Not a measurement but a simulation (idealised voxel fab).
This section sets out a process module, namely voxel air gaps.
cross-section cut | 170 nm wide | cells 5 nm
Cross-section spec: square-cell grid; bands listed top down; each band is one or more rows.
Look at the band entry: it leads with the top's height and the bottom's height in nm. Then it lists the materials left to right, with a width in nm for each. The word "everywhere" on a single material says that material fills the band edge to edge. The word "empty" is empty space.
All heights in this document are referenced to 0, defined as the level beneath which the wafer, as received, consists entirely of one material. The lowest band is not bounded below; it extends indefinitely downward and is written in the form "0 -> down".
Quick explanation for "30..40": the width changes in equal steps down the rows of cells, from the first number in the band's top row to the second number in its bottom row.
Given "nothing got changed" for a step, no cell of the cross-section differs between before and after that step.
Basically, "Cavities, closed" tells you about the enclosed voids: empty spaces with no open way to the top, 8 cells or bigger, each written width x height at distance, where distance is from the left edge, all in nm.
Heads up: the bit after the settings on a step's line is the simulator's remark on that step.
overlay nm: mask offset rightward from planned place, masked step; negative means leftward offset.

The process steps that were planned are listed below:
step 1: RECEIVE with material Si
step 2: CONFORMAL_DEP with material SiO2, thk nm 15
step 3: CONFORMAL_DEP with material SiCN, thk nm 5
step 4: DIRECTIONAL_DEP with material lowk, thk nm 35
step 5: MASKED_ETCH with tone open, mask id LINES, width nm 20, pitch nm 50, etch materials lowk, depth nm 35, overlay nm 0
step 6: CONFORMAL_DEP with material TiN, thk nm 5
step 7: FILL_DEP with material Ru, thk nm 5
step 8: CMP with height nm 55
step 9: EPI with material Ru, thk nm 10
step 10: SELECTIVE_ETCH with etch materials lowk, depth nm 45
step 11: CONFORMAL_DEP with material SiCN, thk nm 5

This is the cross-section of the wafer as we received it, i.e. after step 1:
    0 -> down | Si everywhere
    Cavities, closed: none

The module was run from the start shown above using the plan shown above, but one mistake was made doing it; the resulting wafer cross-section is below:
    60 -> 50 | SiCN everywhere
    50 -> 15 | lowk everywhere
    15 -> 0 | SiO2 everywhere
    0 -> down | Si everywhere
    Cavities, closed: none
Deviation from plan: step 3 ran in the slot meant for step 4, and vice versa
